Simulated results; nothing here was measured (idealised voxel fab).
Process module heading - voxel spacer lines
The cross-section shown here is cut; it is 275 nm wide and divided into square cells measuring 5 nm on a side.
Cross-section format: a grid of square cells, given as bands from top to bottom; each band is one or more rows of cells.
Heads up on the band format: heights come first, top then bottom, in nm. After that it's the materials left to right, each with its width in nm. A single material flagged "everywhere" fills the whole band edge to edge, and "empty" means there's empty space there.
It should be noted that heights are counted from 0, beneath which the wafer as supplied is of one material throughout, and that the lowest band possesses no lower boundary but continues downward, as written in "0 down".
When a width is written as two numbers, as in "30..40", the first number is the width in the top row of cells of the band and the second is the width in its bottom row, and the width changes by the same amount from each row to the next.
When a step is marked "nothing altered", none of the cells in the cross-section changed during that step.
"Closed void table" means: voids of 8 cells or more that are shut off from the top with no open way through. Written width x height at distance, distance from the left edge, in nm.
The remark found on a step's line after its settings is issued by the simulator itself and pertains to that step.
overlay nm: mask right of planned place by this much (step with mask). Neg. = left.

## plan
1: op RECEIVE | material Si
2: op CONFORMAL_DEP | material SiO2 | thk nm 5
3: op DIRECTIONAL_DEP | material TiN | thk nm 20
4: op DIRECTIONAL_DEP | material polySi | thk nm 30
5: op PATTERN | tone cover | mask id MANDREL | material resist | width nm 15 | pitch nm 60 | thk nm 40 | overlay nm 0
6: op DIRECTIONAL_ETCH | etch materials polySi | depth nm 30
7: op STRIP | etch materials resist
8: op CONFORMAL_DEP | material SiN | thk nm 15
9: op DIRECTIONAL_ETCH | etch materials SiN | depth nm 15
10: op STRIP | etch materials polySi
11: op DIRECTIONAL_ETCH | etch materials TiN | depth nm 20
12: op STRIP | etch materials SiN

## Cross-section of the wafer as it came to us, i.e., already through step 1
> 0 down  Si everywhere
> Closed void table: none

## Final cross-section, module run with one mistake (start and plan as above)
> 25 to 5  empty (55), then TiN (15), then empty (20), then TiN (15), then empty (10), then TiN (15), then empty (20), then TiN (15), then empty (10), then TiN (15), then empty (20), then TiN (15), then empty (50)
> 5 to 0  SiO2 everywhere
> 0 down  Si everywhere
> Closed void table: none
what went wrong: rather than as planned, step 5 actually ran as op PATTERN | tone cover | mask id MANDREL | material resist | width nm 20 | pitch nm 60 | thk nm 40 | overlay nm 0
